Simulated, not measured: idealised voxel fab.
process module | voxel transistor to metal
cross-section cut | 210 nm wide | cells 5 nm
A cross-section is a grid of square cells, given in bands from the top down. A band is one or more rows of cells.
Each band's line starts with the height of the band's top and of its bottom, in nm. Then come its materials from left to right, each with its width in nm. One material with "throughout" fills the band from edge to edge. "air" is empty space.
Height 0 is the level under which the wafer as received is all one material. The lowest band goes on downwards, as in "0 down".
A width such as "30 to 40" changes by the same amount from each row of cells to the next, from the band's top row to its bottom row.
"no change" after a step means that no cell of the cross-section changed.
closed voids: empty space of 8 cells or more with no open way to the top, each as width x height at its distance from the left edge, in nm
after a step's settings: what the simulator itself notes on the step
overlay nm, on a step with a mask: how far to the right of its planned place the mask lay; to the left if negative
plan
1 op RECEIVE | material Si
2 op OXIDIZE | depth nm 5
3 op CONFORMAL_DEP | material SiN | thk nm 10
4 op MASKED_ETCH | tone cover | mask id ACTIVE | width nm 110 | etch materials SiN | depth nm 10 | overlay nm 0
5 op MASKED_ETCH | tone cover | mask id ACTIVE | width nm 110 | etch materials SiO2 | depth nm 5 | overlay nm 0
6 op MASKED_ETCH | tone cover | mask id ACTIVE | width nm 110 | etch materials Si | depth nm 20 | overlay nm 0
7 op FILL_DEP | material SiO2 | thk nm 10
8 op CMP | height nm 10
9 op SELECTIVE_ETCH | etch materials SiO2 | depth nm 10
10 op STRIP | etch materials SiN
11 op SELECTIVE_ETCH | etch materials SiO2 | depth nm 5
12 op OXIDIZE | depth nm 5
13 op DIRECTIONAL_DEP | material polySi | thk nm 20
14 op DIRECTIONAL_DEP | material SiCN | thk nm 15
15 op DIRECTIONAL_DEP | material aC | thk nm 10
16 op PATTERN | tone cover | mask id GATE | material resist | width nm 30 | thk nm 25 | overlay nm -15
17 op DIRECTIONAL_ETCH | etch materials aC | depth nm 10
18 op STRIP | etch materials resist
19 op DIRECTIONAL_ETCH | etch materials SiCN | depth nm 25
20 op DIRECTIONAL_ETCH | etch materials polySi | depth nm 30
21 op STRIP | etch materials aC
22 op CONFORMAL_DEP | material SiN | thk nm 10
23 op DIRECTIONAL_ETCH | etch materials SiN | depth nm 10
24 op DIRECTIONAL_ETCH | etch materials SiO2 | depth nm 5
25 op DIRECTIONAL_ETCH | etch materials Si | depth nm 15
26 op EPI | material nSi | thk nm 20
27 op FILL_DEP | material SiO2 | thk nm 10
28 op CMP | height nm 15
29 op STRIP | etch materials polySi
30 op SELECTIVE_ETCH | etch materials SiO2 | depth nm 5
31 op CONFORMAL_DEP | material HfO2 | thk nm 5
32 op CONFORMAL_DEP | material TiN | thk nm 5
33 op FILL_DEP | material W | thk nm 10
34 op CMP | height nm 10
35 op DIRECTIONAL_DEP | material SiO2 | thk nm 10
36 op DIRECTIONAL_DEP | material aC | thk nm 15
37 op PATTERN | tone open | mask id CONTACT | material resist | width nm 15 | pitch nm 75 | thk nm 35 | overlay nm 0
38 op DIRECTIONAL_ETCH | etch materials aC | depth nm 15
39 op STRIP | etch materials resist
40 op DIRECTIONAL_ETCH | etch materials SiO2 | depth nm 10
41 op STRIP | etch materials aC
42 op CONFORMAL_DEP | material TiN | thk nm 5
43 op FILL_DEP | material Ru | thk nm 10
44 op CMP | height nm 20
45 op CONFORMAL_DEP | material SiCN | thk nm 5
46 op DIRECTIONAL_DEP | material SiO2 | thk nm 15
47 op PATTERN | tone open | mask id METAL_1 | material resist | width nm 15 | pitch nm 75 | thk nm 20 | overlay nm 0
48 op DIRECTIONAL_ETCH | etch materials SiO2 | depth nm 15
49 op DIRECTIONAL_ETCH | etch materials SiCN | depth nm 5
50 op STRIP | etch materials resist
51 op CONFORMAL_DEP | material TiN | thk nm 5
52 op FILL_DEP | material Ru | thk nm 10
53 op CMP | height nm 40
54 op CONFORMAL_DEP | material SiN | thk nm 5
varied across the wafers: overlay nm of step 16. The plan shows the first wafer's value. All wafers start alike
first wafer as received, after step 1
  0 down: Si throughout
  closed voids: none
first wafer at the end, after step 54
  45 to 40: SiN throughout
  40 to 25: SiO2 60 | TiN 5 | Ru 5 | TiN 5 | SiO2 60 | TiN 5 | Ru 5 | TiN 5 | SiO2 60
  25 to 20: SiCN 60 | TiN 15 | SiCN 60 | TiN 15 | SiCN 60
  20 to 15: SiO2 60 | TiN 5 | Ru 5 | TiN 5 | SiO2 60 | TiN 5 | Ru 5 | TiN 5 | SiO2 60
  15 to 10: SiO2 60 | TiN 15 | SiO2 60 | TiN 15 | SiO2 60
  10 to 0: SiO2 45 | nSi 20 | SiN 10 | HfO2 5 | TiN 5 | W 10 | TiN 5 | HfO2 5 | SiN 10 | nSi 20 | SiO2 75
  0 to -5: SiO2 45 | nSi 20 | SiN 10 | HfO2 5 | TiN 20 | HfO2 5 | SiN 10 | nSi 20 | SiO2 75
  -5 to -10: SiO2 45 | nSi 20 | SiO2 5 | HfO2 40 | SiO2 5 | nSi 50 | SiO2 45
  -10 to -25: SiO2 50 | nSi 15 | Si 50 | nSi 45 | SiO2 50
  -25 down: Si throughout
  closed voids: none
last wafer at the end
  45 to 40: SiN throughout
  40 to 25: SiO2 60 | TiN 5 | Ru 5 | TiN 5 | SiO2 60 | TiN 5 | Ru 5 | TiN 5 | SiO2 60
  25 to 20: SiCN 60 | TiN 15 | SiCN 60 | TiN 15 | SiCN 60
  20 to 15: SiO2 60 | TiN 5 | Ru 5 | TiN 5 | SiO2 60 | TiN 5 | Ru 5 | TiN 5 | SiO2 60
  15 to 10: SiO2 60 | TiN 15 | SiO2 60 | TiN 15 | SiO2 60
  10 to 0: SiO2 75 | nSi 20 | SiN 10 | HfO2 5 | TiN 5 | W 10 | TiN 5 | HfO2 5 | SiN 10 | nSi 20 | SiO2 45
  0 to -5: SiO2 75 | nSi 20 | SiN 10 | HfO2 5 | TiN 20 | HfO2 5 | SiN 10 | nSi 20 | SiO2 45
  -5 to -10: SiO2 45 | nSi 50 | SiO2 5 | HfO2 40 | SiO2 5 | nSi 20 | SiO2 45
  -10 to -25: SiO2 50 | nSi 45 | Si 50 | nSi 15 | SiO2 50
  -25 down: Si throughout
  closed voids: none
each wafer at the end: cells of each material gained (+) or lost (-) since it was received, then its closed voids
overlay nm -15 | +14 HfO2 | +8 Ru | -180 Si | +36 SiCN | +54 SiN | +332 SiO2 | +36 TiN | +4 W | +74 nSi | closed voids: none
overlay nm -10 | +14 HfO2 | +8 Ru | -180 Si | +36 SiCN | +54 SiN | +332 SiO2 | +36 TiN | +4 W | +74 nSi | closed voids: none
overlay nm -5 | +14 HfO2 | +8 Ru | -180 Si | +36 SiCN | +54 SiN | +332 SiO2 | +36 TiN | +4 W | +74 nSi | closed voids: none
overlay nm 0 | +14 HfO2 | +8 Ru | -180 Si | +36 SiCN | +54 SiN | +332 SiO2 | +36 TiN | +4 W | +74 nSi | closed voids: none
overlay nm 5 | +14 HfO2 | +8 Ru | -180 Si | +36 SiCN | +54 SiN | +332 SiO2 | +36 TiN | +4 W | +74 nSi | closed voids: none
overlay nm 10 | +14 HfO2 | +8 Ru | -180 Si | +36 SiCN | +54 SiN | +332 SiO2 | +36 TiN | +4 W | +74 nSi | closed voids: none
overlay nm 15 | +14 HfO2 | +8 Ru | -180 Si | +36 SiCN | +54 SiN | +332 SiO2 | +36 TiN | +4 W | +74 nSi | closed voids: none
